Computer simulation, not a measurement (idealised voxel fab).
process module | voxel local oxidation
Section shown: cut. Width: 230 nm. Cell size: 5 nm, square.
Format of a cross-section: grid, square cells. Given as bands. Order: top down. Band: one or more rows of cells.
Quick guide to a band line: top height, bottom height (nm) up front; then every material left to right with its width in nm. Only one material and it's marked "all across"? Then it fills the band edge to edge. And "blank" just means empty space.
We count height from 0. Below that, the starting wafer is all one material. The lowest band never ends at the bottom but goes on down; see "0..down" for how that is written.
You'd read "30->40" like this: the band's top row of cells is as wide as the first number, its bottom row is as wide as the second, and going down, every row changes width by the same amount as the row before did.
What does "nothing different" mean for a step? It means no cell of the cross-section changed in that step.
"Closed internal cavities" - sealed voids, min. 8 cells, no opening to top; format: width x height at distance (distance from left edge; nm throughout).
On each step's line, the part that comes after the settings is the simulator's own comment on the step.
The "overlay nm" setting may appear on a step's line; for a step that uses a mask, it gives how far to the right of its planned position the mask lay, and a negative value indicates the left.
# Planned process steps
1) RECEIVE,material Si
2) CONFORMAL_DEP,material SiO2,thk nm 5
3) CONFORMAL_DEP,material SiN,thk nm 15
4) PATTERN,tone cover,mask id ACTIVE,material resist,width nm 90,thk nm 15,overlay nm 0
5) DIRECTIONAL_ETCH,etch materials SiN,depth nm 15
6) STRIP,etch materials resist
7) SELECTIVE_ETCH,etch materials SiO2,depth nm 5
8) OXIDIZE,depth nm 10
9) STRIP,etch materials SiN
# Cross-section of the wafer upon arrival, representing the state reached after step 1
  0..down = Si all across
  Closed internal cavities: none
# Wafer cross-section at end of module: start and plan as shown above, one execution error
  15..0 = SiO2 all across
  0..down = Si all across
  Closed internal cavities: none
Nonconformance to the process plan: contrary to plan, step 3 was performed as CONFORMAL_DEP,material SiO2,thk nm 15
